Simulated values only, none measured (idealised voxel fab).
Process module under the name voxel transistor to metal
In the cross-section labelled cut, the width is 205 nm and each square cell is 5 nm.
A cross-section in this document is a grid of square cells, and it is written down as bands, the top band listed before the ones below it; a band is made up of one or more rows of cells.
What a band's entry tells you: where the top is and where the bottom is, as heights in nm, and after that what lies inside, material by material from left to right, each with its width in nm. Empty space is written as the word "blank", and a single material marked with the word "throughout" occupies the band from edge to edge.
Below 0: as-received wafer, all one material; heights counted from there. Lowest band: no bottom, goes on down, written "top 0, no bottom".
The expression "30 to 40" gives the width at the extremes of the band, the first number at its top row of cells and the second at its bottom row, with the width changing by equal amounts from each row to the next in between.
Step note "all unchanged" = no cross-section cell changed.
Under "Enclosed internal voids" you'll find the enclosed gaps, the ones with no way out to the top, that are 8 cells or bigger; each reads width x height at distance, with distance counted from the left edge, everything in nm.
Formally, on a step line, whatever follows the settings is a remark that the simulator itself makes on the step.
"overlay nm" answers the question of how far to the right of plan the mask lay on a step that has a mask, and when it is negative the answer is to the left.

[Below is the list of planned process steps]
| 1 | RECEIVE [material Si] |
| 2 | CONFORMAL_DEP [material SiO2] [thk nm 5] |
| 3 | CONFORMAL_DEP [material SiN] [thk nm 15] |
| 4 | MASKED_ETCH [tone cover] [mask id ACTIVE] [width nm 95] [etch materials SiN] [depth nm 15] [overlay nm 0] |
| 5 | MASKED_ETCH [tone cover] [mask id ACTIVE] [width nm 95] [etch materials SiO2] [depth nm 5] [overlay nm 0] |
| 6 | MASKED_ETCH [tone cover] [mask id ACTIVE] [width nm 95] [etch materials Si] [depth nm 25] [overlay nm 0] |
| 7 | FILL_DEP [material SiO2] [thk nm 15] |
| 8 | CMP [height nm 20] |
| 9 | SELECTIVE_ETCH [etch materials SiO2] [depth nm 10] |
| 10 | STRIP [etch materials SiN] |
| 11 | SELECTIVE_ETCH [etch materials SiO2] [depth nm 5] |
| 12 | OXIDIZE [depth nm 5] |
| 13 | DIRECTIONAL_DEP [material polySi] [thk nm 25] |
| 14 | DIRECTIONAL_DEP [material SiCN] [thk nm 15] |
| 15 | PATTERN [tone cover] [mask id GATE] [material resist] [width nm 25] [thk nm 15] [overlay nm 0] |
| 16 | DIRECTIONAL_ETCH [etch materials SiCN] [depth nm 25] |
| 17 | DIRECTIONAL_ETCH [etch materials polySi] [depth nm 35] |
| 18 | STRIP [etch materials resist] |
| 19 | CONFORMAL_DEP [material SiN] [thk nm 10] |
| 20 | DIRECTIONAL_ETCH [etch materials SiN] [depth nm 10] |
| 21 | DIRECTIONAL_ETCH [etch materials SiO2] [depth nm 5] |
| 22 | EPI [material SiGe] [thk nm 5] |
| 23 | FILL_DEP [material SiO2] [thk nm 10] |
| 24 | CMP [height nm 40] |
| 25 | DIRECTIONAL_DEP [material SiO2] [thk nm 10] |
| 26 | PATTERN [tone open] [mask id CONTACT] [material resist] [width nm 25] [pitch nm 60] [thk nm 15] [overlay nm 0] |
| 27 | DIRECTIONAL_ETCH [etch materials SiO2] [depth nm 50] |
| 28 | STRIP [etch materials resist] |
| 29 | CONFORMAL_DEP [material TiN] [thk nm 5] |
| 30 | FILL_DEP [material Ru] [thk nm 10] |
| 31 | CMP [height nm 50] |
| 32 | CONFORMAL_DEP [material SiN] [thk nm 5] |
| 33 | DIRECTIONAL_DEP [material SiO2] [thk nm 15] |
| 34 | MASKED_ETCH [tone open] [mask id METAL_1] [width nm 15] [pitch nm 70] [etch materials SiO2] [depth nm 15] [overlay nm 0] |
| 35 | MASKED_ETCH [tone open] [mask id METAL_1] [width nm 15] [pitch nm 70] [etch materials SiN] [depth nm 5] [overlay nm 0] |
| 36 | CONFORMAL_DEP [material TiN] [thk nm 5] |
| 37 | FILL_DEP [material W] [thk nm 5] |
| 38 | CMP [height nm 70] |
| 39 | CONFORMAL_DEP [material SiCN] [thk nm 5] |

[Cross-section of the wafer as it came to us, i.e., already through step 1]
    top 0, no bottom = Si throughout
    Enclosed internal voids: none

[First wafer of two, sectioned at end of module; run went per plan]
    top 75, bottom 70 = SiCN throughout
    top 70, bottom 55 = 60 of SiO2 / 5 of TiN / 5 of W / 5 of TiN / 55 of SiO2 / 5 of TiN / 5 of W / 5 of TiN / 60 of SiO2
    top 55, bottom 50 = 60 of SiN / 15 of TiN / 55 of SiN / 15 of TiN / 60 of SiN
    top 50, bottom 40 = 60 of SiO2 / 5 of TiN / 15 to 10 of Ru / 5 to 10 of TiN / 35 of SiO2 / 5 to 10 of TiN / 15 to 10 of Ru / 5 of TiN / 60 of SiO2
    top 40, bottom 25 = 60 of SiO2 / 5 of TiN / 10 of Ru / 5 of TiN / 10 of SiN / 25 of SiCN / 10 of SiN / 5 of TiN / 10 of Ru / 5 of TiN / 60 of SiO2
    top 25, bottom 5 = 60 of SiO2 / 5 of TiN / 10 of Ru / 5 of TiN / 10 of SiN / 25 of polySi / 10 of SiN / 5 of TiN / 10 of Ru / 5 of TiN / 60 of SiO2
    top 5, bottom 0 = 50 of SiO2 / 10 of SiN / 20 of TiN / 10 of SiN / 25 of polySi / 10 of SiN / 20 of TiN / 10 of SiN / 50 of SiO2
    top 0, bottom -5 = 60 of SiO2 / 20 of SiGe / 45 of SiO2 / 20 of SiGe / 60 of SiO2
    top -5, bottom -25 = 55 of SiO2 / 95 of Si / 55 of SiO2
    top -25, no bottom = Si throughout
    Enclosed internal voids: none

[Wafer two, sectioned after the module: the first wafer's start, the first wafer's plan, and one mistake in how it was run]
    top 75, bottom 70 = SiCN throughout
    top 70, bottom 55 = 60 of SiO2 / 5 of TiN / 5 of W / 5 of TiN / 55 of SiO2 / 5 of TiN / 5 of W / 5 of TiN / 60 of SiO2
    top 55, bottom 50 = 60 of SiN / 15 of TiN / 55 of SiN / 15 of TiN / 60 of SiN
    top 50, bottom 40 = 60 of SiO2 / 5 of TiN / 15 of Ru / 5 of TiN / 35 of SiO2 / 5 to 10 of TiN / 15 to 10 of Ru / 5 of TiN / 60 of SiO2
    top 40, bottom 25 = 60 of SiO2 / 5 of TiN / 15 of Ru / 5 of TiN / 10 of SiN / 20 of SiCN / 10 of SiN / 5 of TiN / 10 of Ru / 5 of TiN / 60 of SiO2
    top 25, bottom 5 = 60 of SiO2 / 5 of TiN / 15 of Ru / 5 of TiN / 10 of SiN / 20 of polySi / 10 of SiN / 5 of TiN / 10 of Ru / 5 of TiN / 60 of SiO2
    top 5, bottom 0 = 50 of SiO2 / 10 of SiN / 25 of TiN / 10 of SiN / 20 of polySi / 10 of SiN / 20 of TiN / 10 of SiN / 50 of SiO2
    top 0, bottom -5 = 60 of SiO2 / 25 of SiGe / 40 of SiO2 / 20 of SiGe / 60 of SiO2
    top -5, bottom -25 = 55 of SiO2 / 95 of Si / 55 of SiO2
    top -25, no bottom = Si throughout
    Enclosed internal voids: none
Want to know what went wrong? step 15 ran with different settings than intended, the actual operation and settings being PATTERN [tone cover] [mask id GATE] [material resist] [width nm 20] [thk nm 15] [overlay nm 0]
In the final state, the cell counts of the second wafer exceed or fall short of those of the first for the following materials: +8 Ru; -3 SiCN; +1 SiGe; -1 SiO2; -5 polySi
